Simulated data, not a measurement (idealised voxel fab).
process module | voxel gate over fins
cross-section cut | 205 nm wide | cells 5 nm
A cross-section is a grid of square cells, given in bands from the top down. A band is one or more rows of cells.
Each band's line starts with the height of the band's top and of its bottom, in nm. Then come its materials from left to right, each with its width in nm. One material with "throughout" fills the band from edge to edge. "air" is empty space.
Height 0 is the level under which the wafer as received is all one material. The lowest band goes on downwards, as in "0 down".
A width such as "30 to 40" changes by the same amount from each row of cells to the next, from the band's top row to its bottom row.
"no change" after a step means that no cell of the cross-section changed.
closed voids: empty space of 8 cells or more with no open way to the top, each as width x height at its distance from the left edge, in nm
after a step's settings: what the simulator itself notes on the step
overlay nm, on a step with a mask: how far to the right of its planned place the mask lay; to the left if negative
plan
1 op RECEIVE | material Si
2 op CONFORMAL_DEP | material SiN | thk nm 5
3 op MASKED_ETCH | tone cover | mask id FINS | width nm 15 | pitch nm 40 | etch materials SiN | depth nm 5 | overlay nm 0
4 op MASKED_ETCH | tone cover | mask id FINS | width nm 15 | pitch nm 40 | etch materials Si | depth nm 40 | overlay nm 0
5 op OXIDIZE | depth nm 5
6 op FILL_DEP | material SiO2 | thk nm 5
7 op CMP | height nm 5
8 op SELECTIVE_ETCH | etch materials SiO2 | depth nm 15
9 op STRIP | etch materials SiN
10 op CONFORMAL_DEP | material HfO2 | thk nm 5
11 op CONFORMAL_DEP | material TiN | thk nm 5
12 op FILL_DEP | material W | thk nm 15
13 op CMP | height nm 20
14 op CONFORMAL_DEP | material SiCN | thk nm 10
first wafer, as planned
as received, after step 1
  0 down: Si throughout
  closed voids: none
after step 2
  5 to 0: SiN throughout
  below 0: unchanged
after step 3
  5 to 0: air 75 | SiN 15 | air 25 | SiN 15 | air 75
  below 0: unchanged
after step 4
  5 to 0: air 75 | SiN 15 | air 25 | SiN 15 | air 75
  0 to -40: air 75 | Si 15 | air 25 | Si 15 | air 75
  below -40: unchanged
after step 5
  5 to 0: air 75 | SiN 15 | air 25 | SiN 15 | air 75
  0 to -40: air 75 | SiO2 5 | Si 5 | SiO2 5 | air 25 | SiO2 5 | Si 5 | SiO2 5 | air 75
  -40 to -45: SiO2 80 | Si 5 | SiO2 35 | Si 5 | SiO2 80
  below -45: unchanged
after step 6
  10 to 5: SiO2 throughout
  5 to 0: SiO2 75 | SiN 15 | SiO2 25 | SiN 15 | SiO2 75
  0 to -45: SiO2 80 | Si 5 | SiO2 35 | Si 5 | SiO2 80
  below -45: unchanged
after step 7
  5 to 0: SiO2 75 | SiN 15 | SiO2 25 | SiN 15 | SiO2 75
  below 0: unchanged
after step 8
  5 to 0: air 75 | SiN 15 | air 25 | SiN 15 | air 75
  0 to -10: air 80 | Si 5 | air 35 | Si 5 | air 80
  below -10: unchanged
after step 9
  0 to -10: air 80 | Si 5 | air 35 | Si 5 | air 80
  below -10: unchanged
after step 10
  5 to 0: air 75 | HfO2 15 | air 25 | HfO2 15 | air 75
  0 to -5: air 75 | HfO2 5 | Si 5 | HfO2 5 | air 25 | HfO2 5 | Si 5 | HfO2 5 | air 75
  -5 to -10: HfO2 80 | Si 5 | HfO2 35 | Si 5 | HfO2 80
  below -10: unchanged
after step 11
  10 to 5: air 70 | TiN 25 | air 15 | TiN 25 | air 70
  5 to 0: air 70 | TiN 5 | HfO2 15 | TiN 5 | air 15 | TiN 5 | HfO2 15 | TiN 5 | air 70
  0 to -5: TiN 75 | HfO2 5 | Si 5 | HfO2 5 | TiN 25 | HfO2 5 | Si 5 | HfO2 5 | TiN 75
  below -5: unchanged
after step 12
  25 to 10: W throughout
  10 to 5: W 70 | TiN 25 | W 15 | TiN 25 | W 70
  5 to 0: W 70 | TiN 5 | HfO2 15 | TiN 5 | W 15 | TiN 5 | HfO2 15 | TiN 5 | W 70
  below 0: unchanged
after step 13
  20 to 10: W throughout
  below 10: unchanged
after step 14
  30 to 20: SiCN throughout
  below 20: unchanged
second wafer: like start, like plan, one mistake. Through step 9 it matches the first wafer
when step 10 should have ended
  5 to 0: air 75 | TiN 15 | air 25 | TiN 15 | air 75
  0 to -5: air 75 | TiN 5 | Si 5 | TiN 5 | air 25 | TiN 5 | Si 5 | TiN 5 | air 75
  -5 to -10: TiN 80 | Si 5 | TiN 35 | Si 5 | TiN 80
  below -10: unchanged
when step 11 should have ended
  10 to 5: air 70 | HfO2 25 | air 15 | HfO2 25 | air 70
  5 to 0: air 70 | HfO2 5 | TiN 15 | HfO2 5 | air 15 | HfO2 5 | TiN 15 | HfO2 5 | air 70
  0 to -5: HfO2 75 | TiN 5 | Si 5 | TiN 5 | HfO2 25 | TiN 5 | Si 5 | TiN 5 | HfO2 75
  below -5: unchanged
when step 12 should have ended
  25 to 10: W throughout
  10 to 5: W 70 | HfO2 25 | W 15 | HfO2 25 | W 70
  5 to 0: W 70 | HfO2 5 | TiN 15 | HfO2 5 | W 15 | HfO2 5 | TiN 15 | HfO2 5 | W 70
  below 0: unchanged
when step 13 should have ended
  20 to 10: W throughout
  below 10: unchanged
when step 14 should have ended
  30 to 20: SiCN throughout
  below 20: unchanged
what went wrong: steps 10 and 11 were swapped
at the end the second wafer has, in cells: as many of each material as the first, in other places
